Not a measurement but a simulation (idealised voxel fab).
The process module presented herein is designated voxel self aligned vias.
175 nm wide, 5 nm square cells: that's cross-section cut.
When this document writes out a cross-section, it uses a grid of square cells and lists it as bands, beginning at the top and moving down, with a band standing for one or more rows of cells. Quick guide to a band line: top height, bottom height (nm) up front; then every material left to right with its width in nm. Only one material and it's marked "edge to edge"? Then it fills the band edge to edge. And "blank" just means empty space. Height reference: 0 = level under which incoming wafer is all one material. Lowest band: no bottom, runs on downward, e.g. "0 nm and below". Width "30 to 40": first value at the band's top row of cells, second value at its bottom row, equal change from row to row. For the purposes of this document, the phrase "no alteration" attached to a step denotes that no cell within the cross-section was modified by that step. The entry "Sealed void listing" lists the empty spaces that cover at least 8 cells and have no open path to the top. Each is written as width x height at distance, where the distance is measured from the left edge and all three values are in nm. Text after the settings on a step's line: the simulator's own remark on that step. "overlay nm" denotes, for a step that has a mask, the displacement of the mask to the right of its planned place, with negative values corresponding to the left.
These are the steps we planned for the process:
- 1: RECEIVE [material Si]
- 2: CONFORMAL_DEP [material SiO2] [thk nm 15]
- 3: CONFORMAL_DEP [material SiCN] [thk nm 5]
- 4: DIRECTIONAL_DEP [material lowk] [thk nm 25]
- 5: DIRECTIONAL_DEP [material aC] [thk nm 15]
- 6: PATTERN [tone open] [mask id LINES] [material resist] [width nm 25] [pitch nm 65] [thk nm 35] [overlay nm 0]
- 7: DIRECTIONAL_ETCH [etch materials aC] [depth nm 15]
- 8: STRIP [etch materials resist]
- 9: DIRECTIONAL_ETCH [etch materials lowk] [depth nm 25]
- 10: STRIP [etch materials aC]
- 11: CONFORMAL_DEP [material TiN] [thk nm 5]
- 12: FILL_DEP [material W] [thk nm 10]
- 13: CMP [height nm 45]
- 14: SELECTIVE_ETCH [etch materials W Ru TiN] [depth nm 5]
- 15: FILL_DEP [material SiN] [thk nm 5]
- 16: CMP [height nm 45]
- 17: DIRECTIONAL_DEP [material lowk] [thk nm 15]
- 18: MASKED_ETCH [tone open] [mask id VIAS] [width nm 35] [etch materials lowk] [depth nm 15] [overlay nm 0]
- 19: MASKED_ETCH [tone open] [mask id VIAS] [width nm 35] [etch materials SiN] [depth nm 5] [overlay nm 0]
- 20: CONFORMAL_DEP [material TiN] [thk nm 5]
- 21: FILL_DEP [material Cu] [thk nm 5]
- 22: CMP [height nm 60]
- 23: CONFORMAL_DEP [material SiN] [thk nm 5]
Cross-section of the wafer as it came to us, i.e., already through step 1:
  0 nm and below  Si edge to edge
  Sealed void listing: none
Final wafer profile in cross-section after the module, from the same start and plan as above, with one mistake made during processing:
  65 nm to 60 nm  SiN edge to edge
  60 nm to 50 nm  lowk 30 nm | TiN 5 nm | Cu 25 nm | TiN 5 nm | lowk 110 nm
  50 nm to 45 nm  lowk 30 nm | TiN 15 nm | Cu 15 nm | TiN 5 nm | lowk 110 nm
  45 nm to 40 nm  lowk 40 nm | TiN 25 nm | lowk 40 nm | SiN 25 nm | lowk 45 nm
  40 nm to 25 nm  lowk 40 nm | TiN 5 nm | W 15 nm | TiN 5 nm | lowk 40 nm | TiN 5 nm | W 15 nm | TiN 5 nm | lowk 45 nm
  25 nm to 20 nm  lowk 40 nm | TiN 25 nm | lowk 40 nm | TiN 25 nm | lowk 45 nm
  20 nm to 15 nm  SiCN edge to edge
  15 nm to 0 nm  SiO2 edge to edge
  0 nm and below  Si edge to edge
  Sealed void listing: none
The plan and the run diverged here: heads up, step 18 didn't go per plan, it actually ran as MASKED_ETCH [tone open] [mask id VIAS] [width nm 35] [etch materials lowk] [depth nm 15] [overlay nm -5]
